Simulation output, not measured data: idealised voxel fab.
The process module presented herein is designated voxel spacer lines.
It is cross-section cut that appears here, measuring 175 nm in width, its square cells being 5 nm in size.
If you're reading a cross-section in this doc, picture square cells in a grid; it comes to you as bands, top ones listed first down to the bottom, and a band can be one or more rows of cells. Heights first: top, then bottom, in nm. Then materials, left to right, each with a width in nm. "throughout" on a single material: fills the band edge to edge. "empty": empty space. Measure heights from 0. That's the level where, below it, the as-received wafer is all one material. The lowest band is bottomless and extends downward; write it as in "0 -> down". A two-number width, for instance "30 to 40", indicates that the width is equal to the first number in the top row of the band and to the second number in the bottom row, and that it changes by a constant amount per row of cells. "left unchanged" -> step changed no cross-section cell. "Completely enclosed voids" means: voids of 8 cells or more that are shut off from the top with no open way through. Written width x height at distance, distance from the left edge, in nm. That trailing text on a step's line, after the settings, is the simulator's own remark on the step. "overlay nm" answers the question of how far to the right of plan the mask lay on a step that has a mask, and when it is negative the answer is to the left.
THE PLANNED PROCESS STEPS ARE ENUMERATED HEREUNDER
1) RECEIVE with material Si
2) CONFORMAL_DEP with material Al2O3, thk nm 5
3) DIRECTIONAL_DEP with material W, thk nm 15
4) DIRECTIONAL_DEP with material polySi, thk nm 30
5) PATTERN with tone cover, mask id MANDREL, material resist, width nm 15, pitch nm 50, thk nm 35, overlay nm 0
6) DIRECTIONAL_ETCH with etch materials polySi, depth nm 30
7) STRIP with etch materials resist
8) CONFORMAL_DEP with material SiO2, thk nm 10
9) DIRECTIONAL_ETCH with etch materials SiO2, depth nm 10
10) STRIP with etch materials polySi
11) DIRECTIONAL_ETCH with etch materials W, depth nm 15
12) STRIP with etch materials SiO2
13) FILL_DEP with material lowk, thk nm 10
14) CMP with height nm 25
All wafers enter the flow in the same state. The thk nm at step 2 differs from wafer to wafer, and the plan gives the value for the first wafer.
RECEIVED CONDITION OF THE FIRST OF SEVERAL WAFERS, SECTIONED: POST-STEP 1
- 0 -> down | Si throughout
- Completely enclosed voids: none
FIRST WAFER AT THE END, AFTER STEP 14
- 25 -> 20 | lowk throughout
- 20 -> 5 | lowk 20 nm / W 10 nm / lowk 15 nm / W 10 nm / lowk 15 nm / W 10 nm / lowk 15 nm / W 10 nm / lowk 15 nm / W 10 nm / lowk 15 nm / W 10 nm / lowk 20 nm
- 5 -> 0 | Al2O3 throughout
- 0 -> down | Si throughout
- Completely enclosed voids: none
CROSS-SECTION OF THE FINAL WAFER AMONG SEVERAL, TAKEN AT THE END OF THE MODULE
- 25 -> 0 | Al2O3 throughout
- 0 -> down | Si throughout
- Completely enclosed voids: none
PER WAFER, END OF MODULE: CELLS GAINED (+) OR LOST (-) PER MATERIAL SINCE RECEIPT, THEN CLOSED VOIDS
thk nm 5 | +35 Al2O3 | +36 W | +104 lowk | Completely enclosed voids: none
thk nm 10 | +70 Al2O3 | +36 W | +69 lowk | Completely enclosed voids: none
thk nm 15 | +105 Al2O3 | +24 W | +46 lowk | Completely enclosed voids: none
thk nm 20 | +140 Al2O3 | +12 W | +23 lowk | Completely enclosed voids: none
thk nm 25 | +175 Al2O3 | Completely enclosed voids: none
